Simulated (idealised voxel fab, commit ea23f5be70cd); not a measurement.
Presented below is a process module, voxel fin reveal.
In the cross-section labelled cut, the width is 230 nm and each square cell is 5 nm.
If you're reading a cross-section in this doc, picture square cells in a grid; it comes to you as bands, top ones listed first down to the bottom, and a band can be one or more rows of cells.
The entry gives the band's vertical extent as a top height and a bottom height in nm, then its horizontal make-up as materials from left to right, each with a width in nm. "blank" stands for empty space; a single material marked "edge to edge" fills the band edge to edge.
A quick word on heights: they are counted from 0, and under that level the wafer as it came to us is one material throughout. The lowest band is different from the rest in having no bottom; it simply continues downward, written as in "0 and below".
So if you see something like "30..40" for the width, read it as the top row of the band sitting at the first number and the bottom row at the second, with every row in between moving by the same amount as the last.
Take "changes: none" at face value: in the step it is given for, the cross-section changed in none of its cells.
Closed-off voids of 8+ cells (no open route to the top) go in "Trapped voids", written width x height at distance from the left edge, in nm.
Anything after a step's settings on that line? It's the simulator's own note about the step.
overlay nm: right-of-plan distance of the mask on a masked step; negative values mean left-of-plan.

## Planned step list for the process
1 RECEIVE (material Si)
2 CONFORMAL_DEP (material SiN; thk nm 10)
3 PATTERN (tone cover; mask id FINS; material resist; width nm 15; pitch nm 35; thk nm 20; overlay nm 0)
4 DIRECTIONAL_ETCH (etch materials SiN; depth nm 10)
5 DIRECTIONAL_ETCH (etch materials Si; depth nm 40)
6 STRIP (etch materials resist)
7 OXIDIZE (depth nm 5)
8 FILL_DEP (material SiO2; thk nm 15)
9 CMP (height nm 10)
10 SELECTIVE_ETCH (etch materials SiO2; depth nm 20)
11 STRIP (etch materials SiN)
12 CONFORMAL_DEP (material SiO2; thk nm 5)

## First of two wafers, processed according to plan

## Cross-section, incoming material, after step 1
0 and below  Si edge to edge
Trapped voids: none

## You're looking at a cross-section of the wafer after step 2
10 down to 0  SiN edge to edge
Below a height of 0, the structure has not been altered.

## You're looking at a cross-section of the wafer after step 3
30 down to 10  90 nm blank  15 nm resist  20 nm blank  15 nm resist  90 nm blank
Below a height of 10, the structure has not been altered.

## You're looking at a cross-section of the wafer after step 4
30 down to 10  90 nm blank  15 nm resist  20 nm blank  15 nm resist  90 nm blank
10 down to 0  90 nm blank  15 nm SiN  20 nm blank  15 nm SiN  90 nm blank
Below a height of 0, the structure has not been altered.

## You're looking at a cross-section of the wafer after step 5
30 down to 10  90 nm blank  15 nm resist  20 nm blank  15 nm resist  90 nm blank
10 down to 0  90 nm blank  15 nm SiN  20 nm blank  15 nm SiN  90 nm blank
0 down to -40  90 nm blank  15 nm Si  20 nm blank  15 nm Si  90 nm blank
Below a height of -40, the structure has not been altered.

## You're looking at a cross-section of the wafer after step 6
10 down to 0  90 nm blank  15 nm SiN  20 nm blank  15 nm SiN  90 nm blank
Below a height of 0, the structure has not been altered.

## You're looking at a cross-section of the wafer after step 7
10 down to 0  90 nm blank  15 nm SiN  20 nm blank  15 nm SiN  90 nm blank
0 down to -40  90 nm blank  5 nm SiO2  5 nm Si  5 nm SiO2  20 nm blank  5 nm SiO2  5 nm Si  5 nm SiO2  90 nm blank
-40 down to -45  95 nm SiO2  5 nm Si  30 nm SiO2  5 nm Si  95 nm SiO2
Below a height of -45, the structure has not been altered.

## You're looking at a cross-section of the wafer after step 8
25 down to 10  SiO2 edge to edge
10 down to 0  90 nm SiO2  15 nm SiN  20 nm SiO2  15 nm SiN  90 nm SiO2
0 down to -45  95 nm SiO2  5 nm Si  30 nm SiO2  5 nm Si  95 nm SiO2
Below a height of -45, the structure has not been altered.

## You're looking at a cross-section of the wafer after step 9
10 down to 0  90 nm SiO2  15 nm SiN  20 nm SiO2  15 nm SiN  90 nm SiO2
Below a height of 0, the structure has not been altered.

## You're looking at a cross-section of the wafer after step 10
10 down to 0  90 nm blank  15 nm SiN  20 nm blank  15 nm SiN  90 nm blank
0 down to -10  95 nm blank  5 nm Si  30 nm blank  5 nm Si  95 nm blank
Below a height of -10, the structure has not been altered.

## You're looking at a cross-section of the wafer after step 11
0 down to -10  95 nm blank  5 nm Si  30 nm blank  5 nm Si  95 nm blank
Below a height of -10, the structure has not been altered.

## You're looking at a cross-section of the wafer after step 12
5 down to 0  90 nm blank  15 nm SiO2  20 nm blank  15 nm SiO2  90 nm blank
0 down to -5  90 nm blank  5 nm SiO2  5 nm Si  5 nm SiO2  20 nm blank  5 nm SiO2  5 nm Si  5 nm SiO2  90 nm blank
-5 down to -45  95 nm SiO2  5 nm Si  30 nm SiO2  5 nm Si  95 nm SiO2
Below a height of -45, the structure has not been altered.

## Wafer two of the pair: same origin, same plan, one error during the run; identical to wafer one up to and including step 9

## Cross-section of the second wafer when, according to plan, step 10 should have finished
10 down to 0  90 nm blank  15 nm SiN  20 nm blank  15 nm SiN  90 nm blank
0 down to -30  95 nm blank  5 nm Si  30 nm blank  5 nm Si  95 nm blank
Below a height of -30, the structure has not been altered.

## Cross-section of the second wafer when, according to plan, step 11 should have finished
0 down to -30  95 nm blank  5 nm Si  30 nm blank  5 nm Si  95 nm blank
Below a height of -30, the structure has not been altered.

## Cross-section of the second wafer when, according to plan, step 12 should have finished
5 down to 0  90 nm blank  15 nm SiO2  20 nm blank  15 nm SiO2  90 nm blank
0 down to -25  90 nm blank  5 nm SiO2  5 nm Si  5 nm SiO2  20 nm blank  5 nm SiO2  5 nm Si  5 nm SiO2  90 nm blank
-25 down to -45  95 nm SiO2  5 nm Si  30 nm SiO2  5 nm Si  95 nm SiO2
Below a height of -45, the structure has not been altered.
Deviation noted in wafer processing: twice over, step 10 of the plan was run
In the final state, the cell counts of the second wafer exceed or fall short of those of the first for the following materials: -160 SiO2
